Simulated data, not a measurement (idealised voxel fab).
process module | voxel ribs on slabs
cross-section cut | 195 nm wide | cells 5 nm
A cross-section is a grid of square cells, given in bands from the top down. A band is one or more rows of cells.
Each band's line starts with the height of the band's top and of its bottom, in nm. Then come its materials from left to right, each with its width in nm. One material with "throughout" fills the band from edge to edge. "air" is empty space.
Height 0 is the level under which the wafer as received is all one material. The lowest band goes on downwards, as in "0 down".
A width such as "30 to 40" changes by the same amount from each row of cells to the next, from the band's top row to its bottom row.
"no change" after a step means that no cell of the cross-section changed.
closed voids: empty space of 8 cells or more with no open way to the top, each as width x height at its distance from the left edge, in nm
after a step's settings: what the simulator itself notes on the step
overlay nm, on a step with a mask: how far to the right of its planned place the mask lay; to the left if negative
plan
1 op RECEIVE | material Si
2 op DIRECTIONAL_DEP | material SiO2 | thk nm 25
3 op DIRECTIONAL_DEP | material polySi | thk nm 20
4 op MASKED_ETCH | tone cover | mask id RIB | width nm 15 | etch materials polySi | depth nm 15 | overlay nm 0
5 op DIRECTIONAL_DEP | material aC | thk nm 15
6 op PATTERN | tone cover | mask id SLAB | material resist | width nm 65 | thk nm 35 | overlay nm 0
7 op DIRECTIONAL_ETCH | etch materials aC | depth nm 15
8 op STRIP | etch materials resist
9 op DIRECTIONAL_ETCH | etch materials polySi | depth nm 5
10 op STRIP | etch materials aC
11 op FILL_DEP | material SiO2 | thk nm 20
12 op CMP | height nm 55
13 op DIRECTIONAL_DEP | material TiN | thk nm 5
14 op PATTERN | tone cover | mask id HEATER | material resist | width nm 25 | thk nm 20 | overlay nm 0
15 op DIRECTIONAL_ETCH | etch materials TiN | depth nm 5
16 op STRIP | etch materials resist
17 op CONFORMAL_DEP | material SiN | thk nm 5
first wafer, as planned
as received, after step 1
  0 down: Si throughout
  closed voids: none
after step 2
  25 to 0: SiO2 throughout
  below 0: unchanged
after step 3
  45 to 25: polySi throughout
  below 25: unchanged
after step 4
  45 to 30: air 90 | polySi 15 | air 90
  below 30: unchanged
after step 5
  60 to 45: air 90 | aC 15 | air 90
  45 to 30: aC 90 | polySi 15 | aC 90
  below 30: unchanged
after step 6
  95 to 60: air 65 | resist 65 | air 65
  60 to 45: air 65 | resist 25 | aC 15 | resist 25 | air 65
  below 45: unchanged
after step 7
  80 to 60: air 65 | resist 65 | air 65
  60 to 45: air 65 | resist 25 | aC 15 | resist 25 | air 65
  45 to 30: air 65 | aC 25 | polySi 15 | aC 25 | air 65
  below 30: unchanged
after step 8
  60 to 45: air 90 | aC 15 | air 90
  below 45: unchanged
after step 9
  60 to 45: air 90 | aC 15 | air 90
  45 to 30: air 65 | aC 25 | polySi 15 | aC 25 | air 65
  30 to 25: air 65 | polySi 65 | air 65
  below 25: unchanged
after step 10
  45 to 30: air 90 | polySi 15 | air 90
  below 30: unchanged
after step 11
  65 to 45: SiO2 throughout
  45 to 30: SiO2 90 | polySi 15 | SiO2 90
  30 to 25: SiO2 65 | polySi 65 | SiO2 65
  below 25: unchanged
after step 12
  55 to 45: SiO2 throughout
  below 45: unchanged
after step 13
  60 to 55: TiN throughout
  below 55: unchanged
after step 14
  80 to 60: air 85 | resist 25 | air 85
  below 60: unchanged
after step 15
  80 to 60: air 85 | resist 25 | air 85
  60 to 55: air 85 | TiN 25 | air 85
  below 55: unchanged
after step 16
  60 to 55: air 85 | TiN 25 | air 85
  below 55: unchanged
after step 17
  65 to 60: air 80 | SiN 35 | air 80
  60 to 55: SiN 85 | TiN 25 | SiN 85
  below 55: unchanged
second wafer: like start, like plan, one mistake. Through step 16 it matches the first wafer
when step 17 should have ended: no change
what went wrong: step 17 was left out
at the end the second wafer has, in cells: 41 fewer of SiN
